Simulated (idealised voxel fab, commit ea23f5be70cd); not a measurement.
Module name: voxel self aligned vias (process module)
In the cross-section labelled cut, the width is 165 nm and each square cell is 5 nm.
Cross-sections here: square-cell grids, written as top-down lists of bands, a band being one or more rows of cells.
The entry gives the band's vertical extent as a top height and a bottom height in nm, then its horizontal make-up as materials from left to right, each with a width in nm. "blank" stands for empty space; a single material marked "throughout" fills the band edge to edge.
Height 0 is the level under which the wafer as received is all one material. The lowest band goes on downwards, as in "0 down".
Width "30->40": first value at the band's top row of cells, second value at its bottom row, equal change from row to row.
Take "remained unchanged" at face value: in the step it is given for, the cross-section changed in none of its cells.
This entry, "Enclosed empty spaces", enumerates those empty regions of no fewer than 8 cells that possess no open connection to the top. Each region is reported in the form width x height at distance, the distance being taken from the left edge, with all three quantities expressed in nm.
Post-settings text on a step line: simulator's own remark regarding the step.
overlay nm: how far to the right of its planned place the mask lay on this masked step (negative: to the left).

## So here's the lineup of process steps we planned
| 1 | RECEIVE | material Si |
| 2 | CONFORMAL_DEP | material SiO2 | thk nm 10 |
| 3 | CONFORMAL_DEP | material SiCN | thk nm 5 |
| 4 | DIRECTIONAL_DEP | material lowk | thk nm 25 |
| 5 | PATTERN | tone open | mask id LINES | material resist | width nm 20 | pitch nm 70 | thk nm 15 | overlay nm 0 |
| 6 | DIRECTIONAL_ETCH | etch materials lowk | depth nm 25 |
| 7 | STRIP | etch materials resist |
| 8 | CONFORMAL_DEP | material TiN | thk nm 5 |
| 9 | FILL_DEP | material Ru | thk nm 10 |
| 10 | CMP | height nm 40 |
| 11 | SELECTIVE_ETCH | etch materials W Ru TiN | depth nm 10 |
| 12 | FILL_DEP | material SiN | thk nm 10 |
| 13 | CMP | height nm 40 |
| 14 | DIRECTIONAL_DEP | material lowk | thk nm 20 |
| 15 | MASKED_ETCH | tone open | mask id VIAS | width nm 40 | etch materials lowk | depth nm 20 | overlay nm -10 |
| 16 | MASKED_ETCH | tone open | mask id VIAS | width nm 40 | etch materials SiN | depth nm 10 | overlay nm 0 |
| 17 | CONFORMAL_DEP | material TiN | thk nm 5 |
| 18 | FILL_DEP | material Ru | thk nm 5 |
| 19 | CMP | height nm 60 |
| 20 | CONFORMAL_DEP | material SiCN | thk nm 5 |
For clarity, it should be stated that the wafers under discussion commence in an identical condition and differ with respect to the overlay nm of step 15, the plan indicating the value that the first wafer had.

## After step 1, as received: first of several wafers, cross-section
* 0 down | Si throughout
* Enclosed empty spaces: none

## Tabulated below, wafer by wafer, are the end-of-module results: for each material, the number of cells gained (+) or lost (-) relative to the as-received state, followed by the closed voids
overlay nm -10 | +30 Ru | +66 SiCN | +8 SiN | +66 SiO2 | +34 TiN | +225 lowk | Enclosed empty spaces: none
overlay nm -5 | +30 Ru | +66 SiCN | +8 SiN | +66 SiO2 | +34 TiN | +225 lowk | Enclosed empty spaces: none
overlay nm 0 | +30 Ru | +66 SiCN | +8 SiN | +66 SiO2 | +34 TiN | +225 lowk | Enclosed empty spaces: none
overlay nm 5 | +30 Ru | +66 SiCN | +8 SiN | +66 SiO2 | +34 TiN | +225 lowk | Enclosed empty spaces: none
overlay nm 10 | +30 Ru | +66 SiCN | +8 SiN | +66 SiO2 | +34 TiN | +225 lowk | Enclosed empty spaces: none
overlay nm 15 | +28 Ru | +66 SiCN | +10 SiN | +66 SiO2 | +34 TiN | +225 lowk | Enclosed empty spaces: none
